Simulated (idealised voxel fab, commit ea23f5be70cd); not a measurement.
Process module in this document: voxel transistor to metal
The cross-section on display is named cut; it measures 290 nm wide, and its cells are 5 nm squares.
A cross-section in this document is a grid of square cells, and it is written down as bands, the top band listed before the ones below it; a band is made up of one or more rows of cells. Top height, bottom height, nm. Materials left to right, width each, nm. Single material + "everywhere" = fills band edge to edge. "blank" = empty. For the purposes of this specification, 0 denotes the height below which the wafer in its as-received condition is composed wholly of one material, and the lowermost band, lacking a lower limit, extends downward without end, as expressed in "z 0 and below". The notation "30..40" denotes a width that varies across the rows of cells in the band, beginning at the first number in the top row, finishing at the second number in the bottom row, and changing by an identical amount from each row to the next. It should be understood that the words "no alterations made", when stated for a given step, signify that the cross-section underwent no change in any of its cells during that step. "Enclosed cavity list": sealed empty spaces, 8 cells or more, no open way to top, listed width x height at distance, with distance from the left edge and width, height and distance in nm. Past the settings on a step's line: simulator remark, on that step. Among the settings permitted on a step's line is "overlay nm"; applied to a step with a mask, it specifies the extent to which the mask lay to the right of its planned position, whereas a negative figure signifies a position to the left.
The planned process steps are enumerated hereunder
1) RECEIVE, material Si
2) OXIDIZE, depth nm 5
3) CONFORMAL_DEP, material SiN, thk nm 10
4) DIRECTIONAL_DEP, material aC, thk nm 10
5) PATTERN, tone cover, mask id ACTIVE, material resist, width nm 90, pitch nm 125, thk nm 30, overlay nm 0
6) DIRECTIONAL_ETCH, etch materials aC, depth nm 10
7) STRIP, etch materials resist
8) DIRECTIONAL_ETCH, etch materials SiN, depth nm 10
9) DIRECTIONAL_ETCH, etch materials SiO2, depth nm 5
10) DIRECTIONAL_ETCH, etch materials Si, depth nm 20
11) STRIP, etch materials aC
12) OXIDIZE, depth nm 5
13) FILL_DEP, material SiO2, thk nm 5
14) CMP, height nm 10
15) SELECTIVE_ETCH, etch materials SiO2, depth nm 5
16) STRIP, etch materials SiN
17) SELECTIVE_ETCH, etch materials SiO2, depth nm 5
18) OXIDIZE, depth nm 5
19) DIRECTIONAL_DEP, material polySi, thk nm 30
20) DIRECTIONAL_DEP, material SiCN, thk nm 10
21) MASKED_ETCH, tone cover, mask id GATE, width nm 30, pitch nm 125, etch materials SiCN, depth nm 20, overlay nm 0
22) MASKED_ETCH, tone cover, mask id GATE, width nm 30, pitch nm 125, etch materials polySi, depth nm 40, overlay nm 0
23) CONFORMAL_DEP, material SiN, thk nm 5
24) DIRECTIONAL_ETCH, etch materials SiN, depth nm 5
25) DIRECTIONAL_ETCH, etch materials SiO2, depth nm 5
26) DIRECTIONAL_ETCH, etch materials Si, depth nm 10
27) EPI, material SiGe, thk nm 10
28) FILL_DEP, material SiO2, thk nm 5
29) CMP, height nm 25
30) STRIP, etch materials polySi
31) SELECTIVE_ETCH, etch materials SiO2, depth nm 5
32) CONFORMAL_DEP, material HfO2, thk nm 5
33) CONFORMAL_DEP, material TiN, thk nm 5
34) FILL_DEP, material W, thk nm 5
35) CMP, height nm 20
36) DIRECTIONAL_DEP, material SiO2, thk nm 10
37) DIRECTIONAL_DEP, material aC, thk nm 15
38) PATTERN, tone open, mask id CONTACT, material resist, width nm 15, thk nm 30, overlay nm 0
39) DIRECTIONAL_ETCH, etch materials aC, depth nm 15
40) STRIP, etch materials resist
41) DIRECTIONAL_ETCH, etch materials SiO2, depth nm 40
42) STRIP, etch materials aC
43) CONFORMAL_DEP, material TiN, thk nm 5
44) FILL_DEP, material Ru, thk nm 5
45) CMP, height nm 30
46) CONFORMAL_DEP, material SiN, thk nm 5
47) DIRECTIONAL_DEP, material lowk, thk nm 25
48) PATTERN, tone open, mask id METAL_1, material resist, width nm 15, thk nm 20, overlay nm 0
49) DIRECTIONAL_ETCH, etch materials lowk, depth nm 25
50) DIRECTIONAL_ETCH, etch materials SiN, depth nm 5
51) STRIP, etch materials resist
52) CONFORMAL_DEP, material TiN, thk nm 5
53) FILL_DEP, material Cu, thk nm 5
54) CMP, height nm 60
55) CONFORMAL_DEP, material SiN, thk nm 5
The wafers in this document start out alike and differ in the width nm applied at step 5; the plan shows the value used for the first wafer.
This is how the first of several wafers looked in cross-section when it arrived, which is after step 1
- z 0 and below = Si everywhere
- Enclosed cavity list: none
Below, a row for every wafer. Read it as the end-of-module picture: for each material the wafer shows its cells gained (+) or lost (-) since it was received, and then its closed voids
width nm 90; +20 Cu; +36 HfO2; +28 Ru; -252 Si; +48 SiGe; +128 SiN; +356 SiO2; +144 TiN; +16 W; +230 lowk; Enclosed cavity list: none
width nm 95; +20 Cu; +36 HfO2; +28 Ru; -248 Si; +52 SiGe; +128 SiN; +348 SiO2; +144 TiN; +16 W; +230 lowk; Enclosed cavity list: none
width nm 100; +20 Cu; +36 HfO2; +28 Ru; -244 Si; +56 SiGe; +128 SiN; +340 SiO2; +144 TiN; +16 W; +230 lowk; Enclosed cavity list: none
width nm 105; +20 Cu; +36 HfO2; +28 Ru; -240 Si; +60 SiGe; +128 SiN; +332 SiO2; +144 TiN; +16 W; +230 lowk; Enclosed cavity list: none
width nm 110; +20 Cu; +36 HfO2; +28 Ru; -236 Si; +64 SiGe; +128 SiN; +324 SiO2; +144 TiN; +16 W; +230 lowk; Enclosed cavity list: none
